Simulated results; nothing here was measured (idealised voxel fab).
Module name: voxel capacitor over wiring (process module)
FYI the section here is cut, 300 nm wide, cells are 5 nm squares.
The cross-sections in this document take the form of a grid made of square cells. They are written out as bands, in order from top to bottom. Each band consists of one or more rows of cells.
Within each band entry, the heights of the top and of the bottom of the band appear first, in that order and in nm; the materials of the band then follow from left to right, each with its corresponding width in nm. The designation "throughout" on a single material indicates that it fills the band from edge to edge; the designation "air" indicates empty space.
All heights in this document are referenced to 0, defined as the level beneath which the wafer, as received, consists entirely of one material. The lowest band is not bounded below; it extends indefinitely downward and is written in the form "0 nm and below".
A width such as "30 to 40" changes by the same amount from each row of cells to the next, from the band's top row to its bottom row.
"changes: none" for a step: no cell of the cross-section changed in that step.
"Voids, fully enclosed": empty spaces of 8 cells or more with no open way to the top, each given as width x height at distance, distance from the left edge, all in nm.
On a step's line, text after the settings is the simulator commenting on that step.
On any step carrying a mask, the "overlay nm" setting, if present on the step's line, tells how far right of its planned place the mask lay; negative values point to the left.

So here's the lineup of process steps we planned:
step 1: RECEIVE with material Si
step 2: CONFORMAL_DEP with material SiO2, thk nm 15
step 3: DIRECTIONAL_DEP with material TiN, thk nm 5
step 4: DIRECTIONAL_DEP with material W, thk nm 20
step 5: PATTERN with tone cover, mask id METAL_1, material resist, width nm 25, pitch nm 75, thk nm 20, overlay nm 0
step 6: DIRECTIONAL_ETCH with etch materials W, depth nm 20
step 7: DIRECTIONAL_ETCH with etch materials TiN, depth nm 5
step 8: STRIP with etch materials resist
step 9: CONFORMAL_DEP with material SiN, thk nm 5
step 10: FILL_DEP with material lowk, thk nm 10
step 11: CMP with height nm 40
step 12: CONFORMAL_DEP with material SiCN, thk nm 5
step 13: DIRECTIONAL_DEP with material SiO2, thk nm 20
step 14: MASKED_ETCH with tone open, mask id PLUG_1, width nm 15, etch materials SiO2, depth nm 20, overlay nm 0
step 15: MASKED_ETCH with tone open, mask id PLUG_1, width nm 15, etch materials SiCN, depth nm 5, overlay nm 0
step 16: EPI with material Ru, thk nm 10
step 17: EPI with material Ru, thk nm 10
step 18: EPI with material Ru, thk nm 5
step 19: DIRECTIONAL_DEP with material TiN, thk nm 10
step 20: DIRECTIONAL_DEP with material HfO2, thk nm 5
step 21: DIRECTIONAL_DEP with material TiN, thk nm 10
step 22: MASKED_ETCH with tone cover, mask id UPPER_PLATE, width nm 55, etch materials TiN, depth nm 10, overlay nm 0
step 23: MASKED_ETCH with tone cover, mask id UPPER_PLATE, width nm 55, etch materials HfO2, depth nm 5, overlay nm 0
step 24: DIRECTIONAL_DEP with material aC, thk nm 15
step 25: PATTERN with tone cover, mask id LOWER_PLATE, material resist, width nm 65, thk nm 35, overlay nm 0
step 26: DIRECTIONAL_ETCH with etch materials aC, depth nm 15
step 27: STRIP with etch materials resist
step 28: DIRECTIONAL_ETCH with etch materials TiN, depth nm 10
step 29: STRIP with etch materials aC
step 30: FILL_DEP with material SiO2, thk nm 20
step 31: CMP with height nm 105
step 32: DIRECTIONAL_DEP with material aC, thk nm 10
step 33: PATTERN with tone open, mask id PLUG_2, material resist, width nm 15, thk nm 25, overlay nm 0
step 34: DIRECTIONAL_ETCH with etch materials aC, depth nm 10
step 35: STRIP with etch materials resist
step 36: DIRECTIONAL_ETCH with etch materials SiO2, depth nm 15
step 37: STRIP with etch materials aC
step 38: CONFORMAL_DEP with material TiN, thk nm 5
step 39: FILL_DEP with material W, thk nm 5
step 40: CMP with height nm 105
step 41: CONFORMAL_DEP with material SiCN, thk nm 5

Wafer, first of two, run as planned:

Cross-section of the wafer as it came to us, i.e., already through step 1:
> 0 nm and below: Si throughout
> Voids, fully enclosed: none

Wafer after step 2 (cross-section):
> 15 nm to 0 nm: SiO2 throughout
> Anything lower than 0 is untouched.

Wafer after step 3 (cross-section):
> 20 nm to 15 nm: TiN throughout
> Anything lower than 15 is untouched.

Wafer after step 4 (cross-section):
> 40 nm to 20 nm: W throughout
> Anything lower than 20 is untouched.

Wafer after step 5 (cross-section):
> 60 nm to 40 nm: air 100 nm / resist 25 nm / air 50 nm / resist 25 nm / air 100 nm
> Anything lower than 40 is untouched.

Wafer after step 6 (cross-section):
> 60 nm to 40 nm: air 100 nm / resist 25 nm / air 50 nm / resist 25 nm / air 100 nm
> 40 nm to 20 nm: air 100 nm / W 25 nm / air 50 nm / W 25 nm / air 100 nm
> Anything lower than 20 is untouched.

Wafer after step 7 (cross-section):
> 60 nm to 40 nm: air 100 nm / resist 25 nm / air 50 nm / resist 25 nm / air 100 nm
> 40 nm to 20 nm: air 100 nm / W 25 nm / air 50 nm / W 25 nm / air 100 nm
> 20 nm to 15 nm: air 100 nm / TiN 25 nm / air 50 nm / TiN 25 nm / air 100 nm
> Anything lower than 15 is untouched.

Wafer after step 8 (cross-section):
> 40 nm to 20 nm: air 100 nm / W 25 nm / air 50 nm / W 25 nm / air 100 nm
> Anything lower than 20 is untouched.

Wafer after step 9 (cross-section):
> 45 nm to 40 nm: air 95 nm / SiN 35 nm / air 40 nm / SiN 35 nm / air 95 nm
> 40 nm to 20 nm: air 95 nm / SiN 5 nm / W 25 nm / SiN 5 nm / air 40 nm / SiN 5 nm / W 25 nm / SiN 5 nm / air 95 nm
> 20 nm to 15 nm: SiN 100 nm / TiN 25 nm / SiN 50 nm / TiN 25 nm / SiN 100 nm
> Anything lower than 15 is untouched.

Wafer after step 10 (cross-section):
> 55 nm to 45 nm: lowk throughout
> 45 nm to 40 nm: lowk 95 nm / SiN 35 nm / lowk 40 nm / SiN 35 nm / lowk 95 nm
> 40 nm to 20 nm: lowk 95 nm / SiN 5 nm / W 25 nm / SiN 5 nm / lowk 40 nm / SiN 5 nm / W 25 nm / SiN 5 nm / lowk 95 nm
> Anything lower than 20 is untouched.

Wafer after step 11 (cross-section):
> 40 nm to 20 nm: lowk 95 nm / SiN 5 nm / W 25 nm / SiN 5 nm / lowk 40 nm / SiN 5 nm / W 25 nm / SiN 5 nm / lowk 95 nm
> Anything lower than 20 is untouched.

Wafer after step 12 (cross-section):
> 45 nm to 40 nm: SiCN throughout
> Anything lower than 40 is untouched.

Wafer after step 13 (cross-section):
> 65 nm to 45 nm: SiO2 throughout
> Anything lower than 45 is untouched.

Wafer after step 14 (cross-section):
> 65 nm to 45 nm: SiO2 110 nm / air 15 nm / SiO2 175 nm
> Anything lower than 45 is untouched.

Wafer after step 15 (cross-section):
> 65 nm to 45 nm: SiO2 110 nm / air 15 nm / SiO2 175 nm
> 45 nm to 40 nm: SiCN 110 nm / air 15 nm / SiCN 175 nm
> Anything lower than 40 is untouched.

Wafer after step 16 (cross-section):
> 65 nm to 50 nm: SiO2 110 nm / air 15 nm / SiO2 175 nm
> 50 nm to 45 nm: SiO2 110 nm / Ru 15 nm / SiO2 175 nm
> 45 nm to 40 nm: SiCN 110 nm / Ru 15 nm / SiCN 175 nm
> Anything lower than 40 is untouched.

Wafer after step 17 (cross-section):
> 65 nm to 60 nm: SiO2 110 nm / air 15 nm / SiO2 175 nm
> 60 nm to 45 nm: SiO2 110 nm / Ru 15 nm / SiO2 175 nm
> Anything lower than 45 is untouched.

Wafer after step 18 (cross-section):
> 65 nm to 45 nm: SiO2 110 nm / Ru 15 nm / SiO2 175 nm
> Anything lower than 45 is untouched.

Wafer after step 19 (cross-section):
> 75 nm to 65 nm: TiN throughout
> Anything lower than 65 is untouched.

Wafer after step 20 (cross-section):
> 80 nm to 75 nm: HfO2 throughout
> Anything lower than 75 is untouched.

Wafer after step 21 (cross-section):
> 90 nm to 80 nm: TiN throughout
> Anything lower than 80 is untouched.

Wafer after step 22 (cross-section):
> 90 nm to 80 nm: air 110 nm / TiN 55 nm / air 135 nm
> Anything lower than 80 is untouched.

Wafer after step 23 (cross-section):
> 90 nm to 80 nm: air 110 nm / TiN 55 nm / air 135 nm
> 80 nm to 75 nm: air 110 nm / HfO2 55 nm / air 135 nm
> Anything lower than 75 is untouched.

Wafer after step 24 (cross-section):
> 105 nm to 90 nm: air 110 nm / aC 55 nm / air 135 nm
> 90 nm to 80 nm: aC 110 nm / TiN 55 nm / aC 135 nm
> 80 nm to 75 nm: aC 110 nm / HfO2 55 nm / aC 135 nm
> Anything lower than 75 is untouched.

Wafer after step 25 (cross-section):
> 140 nm to 105 nm: air 105 nm / resist 65 nm / air 130 nm
> 105 nm to 90 nm: air 105 nm / resist 5 nm / aC 55 nm / resist 5 nm / air 130 nm
> Anything lower than 90 is untouched.

Wafer after step 26 (cross-section):
> 125 nm to 105 nm: air 105 nm / resist 65 nm / air 130 nm
> 105 nm to 90 nm: air 105 nm / resist 5 nm / aC 55 nm / resist 5 nm / air 130 nm
> 90 nm to 80 nm: air 105 nm / aC 5 nm / TiN 55 nm / aC 5 nm / air 130 nm
> 80 nm to 75 nm: air 105 nm / aC 5 nm / HfO2 55 nm / aC 5 nm / air 130 nm
> Anything lower than 75 is untouched.

Wafer after step 27 (cross-section):
> 105 nm to 90 nm: air 110 nm / aC 55 nm / air 135 nm
> Anything lower than 90 is untouched.

Wafer after step 28 (cross-section):
> 105 nm to 90 nm: air 110 nm / aC 55 nm / air 135 nm
> 90 nm to 80 nm: air 105 nm / aC 5 nm / TiN 55 nm / aC 5 nm / air 130 nm
> 80 nm to 75 nm: air 105 nm / aC 5 nm / HfO2 55 nm / aC 5 nm / air 130 nm
> 75 nm to 65 nm: air 105 nm / TiN 65 nm / air 130 nm
> Anything lower than 65 is untouched.

Wafer after step 29 (cross-section):
> 90 nm to 80 nm: air 110 nm / TiN 55 nm / air 135 nm
> 80 nm to 75 nm: air 110 nm / HfO2 55 nm / air 135 nm
> Anything lower than 75 is untouched.

Wafer after step 30 (cross-section):
> 110 nm to 90 nm: SiO2 throughout
> 90 nm to 80 nm: SiO2 110 nm / TiN 55 nm / SiO2 135 nm
> 80 nm to 75 nm: SiO2 110 nm / HfO2 55 nm / SiO2 135 nm
> 75 nm to 65 nm: SiO2 105 nm / TiN 65 nm / SiO2 130 nm
> Anything lower than 65 is untouched.

Wafer after step 31 (cross-section):
> 105 nm to 90 nm: SiO2 throughout
> Anything lower than 90 is untouched.

Wafer after step 32 (cross-section):
> 115 nm to 105 nm: aC throughout
> Anything lower than 105 is untouched.

Wafer after step 33 (cross-section):
> 140 nm to 115 nm: resist 120 nm / air 15 nm / resist 165 nm
> Anything lower than 115 is untouched.

Wafer after step 34 (cross-section):
> 130 nm to 115 nm: resist 120 nm / air 15 nm / resist 165 nm
> 115 nm to 105 nm: aC 120 nm / air 15 nm / aC 165 nm
> Anything lower than 105 is untouched.

Wafer after step 35 (cross-section):
> 115 nm to 105 nm: aC 120 nm / air 15 nm / aC 165 nm
> Anything lower than 105 is untouched.

Wafer after step 36 (cross-section):
> 115 nm to 105 nm: aC 120 nm / air 15 nm / aC 165 nm
> 105 nm to 90 nm: SiO2 120 nm / air 15 nm / SiO2 165 nm
> Anything lower than 90 is untouched.

Wafer after step 37 (cross-section):
> 105 nm to 90 nm: SiO2 120 nm / air 15 nm / SiO2 165 nm
> Anything lower than 90 is untouched.

Wafer after step 38 (cross-section):
> 110 nm to 105 nm: TiN 125 nm / air 5 nm / TiN 170 nm
> 105 nm to 95 nm: SiO2 120 nm / TiN 5 nm / air 5 nm / TiN 5 nm / SiO2 165 nm
> 95 nm to 90 nm: SiO2 120 nm / TiN 15 nm / SiO2 165 nm
> Anything lower than 90 is untouched.

Wafer after step 39 (cross-section):
> 115 nm to 110 nm: W throughout
> 110 nm to 105 nm: TiN 125 nm / W 5 nm / TiN 170 nm
> 105 nm to 95 nm: SiO2 120 nm / TiN 5 nm / W 5 nm / TiN 5 nm / SiO2 165 nm
> Anything lower than 95 is untouched.

Wafer after step 40 (cross-section):
> 105 nm to 95 nm: SiO2 120 nm / TiN 5 nm / W 5 nm / TiN 5 nm / SiO2 165 nm
> Anything lower than 95 is untouched.

Wafer after step 41 (cross-section):
> 110 nm to 105 nm: SiCN throughout
> Anything lower than 105 is untouched.

Wafer two of two - same starting point, same process plan, one mistake in execution; matches wafer one up to and including step 27:

Cross-sectional view of the second wafer at the intended end time of process step 28:
> 105 nm to 90 nm: air 110 nm / aC 55 nm / air 135 nm
> 90 nm to 80 nm: air 105 nm / aC 5 nm / TiN 55 nm / aC 5 nm / air 130 nm
> 80 nm to 75 nm: air 105 nm / aC 5 nm / HfO2 55 nm / aC 5 nm / air 130 nm
> 75 nm to 70 nm: air 105 nm / TiN 65 nm / air 130 nm
> Anything lower than 70 is untouched.

Cross-sectional view of the second wafer at the intended end time of process step 29:
> 90 nm to 80 nm: air 110 nm / TiN 55 nm / air 135 nm
> 80 nm to 75 nm: air 110 nm / HfO2 55 nm / air 135 nm
> Anything lower than 75 is untouched.

Cross-sectional view of the second wafer at the intended end time of process step 30:
> 110 nm to 90 nm: SiO2 throughout
> 90 nm to 80 nm: SiO2 110 nm / TiN 55 nm / SiO2 135 nm
> 80 nm to 75 nm: SiO2 110 nm / HfO2 55 nm / SiO2 135 nm
> 75 nm to 70 nm: SiO2 105 nm / TiN 65 nm / SiO2 130 nm
> Anything lower than 70 is untouched.

Cross-sectional view of the second wafer at the intended end time of process step 31:
> 105 nm to 90 nm: SiO2 throughout
> Anything lower than 90 is untouched.

Cross-sectional view of the second wafer at the intended end time of process step 32:
> 115 nm to 105 nm: aC throughout
> Anything lower than 105 is untouched.

Cross-sectional view of the second wafer at the intended end time of process step 33:
> 140 nm to 115 nm: resist 120 nm / air 15 nm / resist 165 nm
> Anything lower than 115 is untouched.

Cross-sectional view of the second wafer at the intended end time of process step 34:
> 130 nm to 115 nm: resist 120 nm / air 15 nm / resist 165 nm
> 115 nm to 105 nm: aC 120 nm / air 15 nm / aC 165 nm
> Anything lower than 105 is untouched.

Cross-sectional view of the second wafer at the intended end time of process step 35:
> 115 nm to 105 nm: aC 120 nm / air 15 nm / aC 165 nm
> Anything lower than 105 is untouched.

Cross-sectional view of the second wafer at the intended end time of process step 36:
> 115 nm to 105 nm: aC 120 nm / air 15 nm / aC 165 nm
> 105 nm to 90 nm: SiO2 120 nm / air 15 nm / SiO2 165 nm
> Anything lower than 90 is untouched.

Cross-sectional view of the second wafer at the intended end time of process step 37:
> 105 nm to 90 nm: SiO2 120 nm / air 15 nm / SiO2 165 nm
> Anything lower than 90 is untouched.

Cross-sectional view of the second wafer at the intended end time of process step 38:
> 110 nm to 105 nm: TiN 125 nm / air 5 nm / TiN 170 nm
> 105 nm to 95 nm: SiO2 120 nm / TiN 5 nm / air 5 nm / TiN 5 nm / SiO2 165 nm
> 95 nm to 90 nm: SiO2 120 nm / TiN 15 nm / SiO2 165 nm
> Anything lower than 90 is untouched.

Cross-sectional view of the second wafer at the intended end time of process step 39:
> 115 nm to 110 nm: W throughout
> 110 nm to 105 nm: TiN 125 nm / W 5 nm / TiN 170 nm
> 105 nm to 95 nm: SiO2 120 nm / TiN 5 nm / W 5 nm / TiN 5 nm / SiO2 165 nm
> Anything lower than 95 is untouched.

Cross-sectional view of the second wafer at the intended end time of process step 40:
> 105 nm to 95 nm: SiO2 120 nm / TiN 5 nm / W 5 nm / TiN 5 nm / SiO2 165 nm
> Anything lower than 95 is untouched.

Cross-sectional view of the second wafer at the intended end time of process step 41:
> 110 nm to 105 nm: SiCN throughout
> Anything lower than 105 is untouched.
Heads up, the wafer didn't run the way we planned it: rather than as planned, step 28 actually ran as DIRECTIONAL_ETCH with etch materials TiN, depth nm 5
The second wafer ends with more or fewer cells of some materials than the first, per final count: -47 SiO2, +47 TiN
